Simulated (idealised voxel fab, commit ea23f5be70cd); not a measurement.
Process module under the name voxel released beams
Section shown: cut. Width: 155 nm. Cell size: 5 nm, square.
When this document writes out a cross-section, it uses a grid of square cells and lists it as bands, beginning at the top and moving down, with a band standing for one or more rows of cells. Band entry format. Leading values: height of top, height of bottom, nm. Remainder: materials in left-to-right order, each with its width in nm. Special words: "all across" on a single material, which then fills the band edge to edge; "empty", empty space. Ref level 0: as-received wafer is one material below here. Bottom band extends down with no lower bound ("0 and below"). The expression "30..40" gives the width at the extremes of the band, the first number at its top row of cells and the second at its bottom row, with the width changing by equal amounts from each row to the next in between. Step note "nothing got changed" = no cross-section cell changed. Empty spaces without an open route to the top, at least 8 cells in extent, make up the entry "Trapped void list"; each is given as width x height at distance, where the distance is measured from the left edge, and all are in nm. It should be noted that, on the line of a given step, the content following the step's settings is a remark produced by the simulator itself with respect to that step. Steps that use a mask can have "overlay nm" on their line. It says how far the mask sat to the right of where it was meant to be. Negative means to the left.
## Here's what the planned process steps look like
1,RECEIVE: material Si
2,CONFORMAL_DEP: material SiN, thk nm 5
3,DIRECTIONAL_DEP: material SiO2, thk nm 15
4,MASKED_ETCH: tone open, mask id ANCHOR, width nm 35, etch materials SiO2, depth nm 15, overlay nm 0
5,CONFORMAL_DEP: material W, thk nm 15
6,DIRECTIONAL_DEP: material aC, thk nm 15
7,PATTERN: tone cover, mask id BEAM, material resist, width nm 90, thk nm 30, overlay nm 0
8,DIRECTIONAL_ETCH: etch materials aC, depth nm 15
9,STRIP: etch materials resist
10,DIRECTIONAL_ETCH: etch materials W, depth nm 15
11,STRIP: etch materials aC
12,STRIP: etch materials SiO2
## As-received wafer cross-section (after step 1)
- 0 and below | Si all across
- Trapped void list: none
## Starting wafer: above. Plan: above. Run: one mistake. Cross-section after the module: below
- 35 down to 20 | 20 nm empty / 30 nm W / 5 nm empty / 55 nm W / 45 nm empty
- 20 down to 5 | 35 nm empty / 35 nm W / 85 nm empty
- 5 down to 0 | SiN all across
- 0 and below | Si all across
- Trapped void list: none
The plan and the run diverged here: rather than as planned, step 7 actually ran as PATTERN: tone cover, mask id BEAM, material resist, width nm 90, thk nm 30, overlay nm -10
